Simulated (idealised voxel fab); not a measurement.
process module | voxel ribs on slabs
cross-section cut | 185 nm wide | cells 5 nm
A cross-section is a grid of square cells, given in bands from the top down. A band is one or more rows of cells.
Each band's line starts with the height of the band's top and of its bottom, in nm. Then come its materials from left to right, each with its width in nm. One material with "throughout" fills the band from edge to edge. "air" is empty space.
Height 0 is the level under which the wafer as received is all one material. The lowest band goes on downwards, as in "0 down".
A width such as "30 to 40" changes by the same amount from each row of cells to the next, from the band's top row to its bottom row.
"no change" after a step means that no cell of the cross-section changed.
closed voids: empty space of 8 cells or more with no open way to the top, each as width x height at its distance from the left edge, in nm
after a step's settings: what the simulator itself notes on the step
overlay nm, on a step with a mask: how far to the right of its planned place the mask lay; to the left if negative
plan
1 op RECEIVE | material Si
2 op DIRECTIONAL_DEP | material SiO2 | thk nm 20
3 op DIRECTIONAL_DEP | material polySi | thk nm 25
4 op MASKED_ETCH | tone cover | mask id RIB | width nm 30 | etch materials polySi | depth nm 20 | overlay nm 0
5 op PATTERN | tone cover | mask id SLAB | material resist | width nm 80 | thk nm 20 | overlay nm 0
6 op DIRECTIONAL_ETCH | etch materials polySi | depth nm 5
7 op STRIP | etch materials resist
8 op FILL_DEP | material SiO2 | thk nm 20
9 op CMP | height nm 60
10 op DIRECTIONAL_DEP | material TiN | thk nm 5
11 op MASKED_ETCH | tone cover | mask id HEATER | width nm 40 | etch materials TiN | depth nm 5 | overlay nm 0
12 op CONFORMAL_DEP | material SiN | thk nm 5
as received, after step 1
  0 down: Si throughout
  closed voids: none
first wafer at the end, as planned
  70 to 65: air 65 | SiN 50 | air 70
  65 to 60: SiN 70 | TiN 40 | SiN 75
  60 to 45: SiO2 throughout
  45 to 25: SiO2 75 | polySi 30 | SiO2 80
  25 to 20: SiO2 50 | polySi 80 | SiO2 55
  20 to 0: SiO2 throughout
  0 down: Si throughout
  closed voids: none
second wafer at the end: like start, like plan, one mistake
  70 to 65: SiN 75 | air 30 | SiN 80
  65 to 60: TiN 70 | SiN 40 | TiN 75
  60 to 45: SiO2 throughout
  45 to 25: SiO2 75 | polySi 30 | SiO2 80
  25 to 20: SiO2 50 | polySi 80 | SiO2 55
  20 to 0: SiO2 throughout
  0 down: Si throughout
  closed voids: none
what went wrong: step 11 ran as: op MASKED_ETCH | tone open | mask id HEATER | width nm 40 | etch materials TiN | depth nm 5 | overlay nm 0
at the end the second wafer has, in cells: 21 more of TiN
